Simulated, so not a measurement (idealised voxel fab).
Process module heading - voxel air gaps
The figure presents cross-section cut, which has a width of 220 nm and is divided into square cells with an edge length of 5 nm.
The cross-sections in this document take the form of a grid made of square cells. They are written out as bands, in order from top to bottom. Each band consists of one or more rows of cells.
A band entry consists of two parts. The first gives the height of the band's top and the height of its bottom, in nm. The rest lists the band's materials from left to right, each with its width in nm. A single material labelled with the word "everywhere" fills the band from edge to edge, and the word "air" marks empty space.
Basically, 0 is our baseline, since under it the wafer straight out of the box is all one material. The bottom band has no lower end and keeps on going down, so it looks like "z 0 and below".
Read "30 to 40" as a graded width: first number on top, second number at the bottom, same change between each pair of neighbouring rows.
The designation "changes: none", where it is given for a processing step, indicates that no cell of the cross-section was altered in the course of that step.
So "Closed internal voids" is basically the list of trapped voids: any empty space of 8 cells or more that can't reach the top through an opening. They're written width x height at distance, the distance being from the left edge, and it's all nm.
What comes after the settings on a step's line is commentary from the simulator itself on that step.
overlay nm: on a step with a mask, how far right of its planned place the mask lay; negative means left.
## List of planned process steps
1,RECEIVE, material Si
2,CONFORMAL_DEP, material SiO2, thk nm 10
3,CONFORMAL_DEP, material SiN, thk nm 5
4,DIRECTIONAL_DEP, material lowk, thk nm 35
5,DIRECTIONAL_DEP, material aC, thk nm 15
6,PATTERN, tone open, mask id LINES, material resist, width nm 25, pitch nm 50, thk nm 30, overlay nm -5
7,DIRECTIONAL_ETCH, etch materials aC, depth nm 15
8,STRIP, etch materials resist
9,DIRECTIONAL_ETCH, etch materials lowk, depth nm 35
10,STRIP, etch materials aC
11,CONFORMAL_DEP, material TiN, thk nm 5
12,FILL_DEP, material Ru, thk nm 5
13,CMP, height nm 50
14,EPI, material Ru, thk nm 10
15,SELECTIVE_ETCH, etch materials lowk, depth nm 45
16,CONFORMAL_DEP, material SiCN, thk nm 5
All wafers enter the flow in the same state. The overlay nm at step 6 differs from wafer to wafer, and the plan gives the value for the first wafer.
## The as-received cross-section of the first of several wafers corresponds to the state after step 1
  z 0 and below = Si everywhere
  Closed internal voids: none
## Row per wafer, end-of-module: cell gain (+)/loss (-) by material since the wafer came in, then closed voids
overlay nm -5, +144 Ru, +136 SiCN, +44 SiN, +88 SiO2, +68 TiN, Closed internal voids: 10 x 25 at 0; 15 x 25 at 45; 15 x 25 at 95; 15 x 25 at 145
overlay nm 0, +144 Ru, +136 SiCN, +44 SiN, +88 SiO2, +68 TiN, Closed internal voids: 15 x 25 at 50; 15 x 25 at 100; 15 x 25 at 150
overlay nm 5, +144 Ru, +136 SiCN, +44 SiN, +88 SiO2, +68 TiN, Closed internal voids: 15 x 25 at 55; 15 x 25 at 105; 15 x 25 at 155
overlay nm 10, +144 Ru, +136 SiCN, +44 SiN, +88 SiO2, +68 TiN, Closed internal voids: 15 x 25 at 60; 15 x 25 at 110; 15 x 25 at 160; 10 x 25 at 210
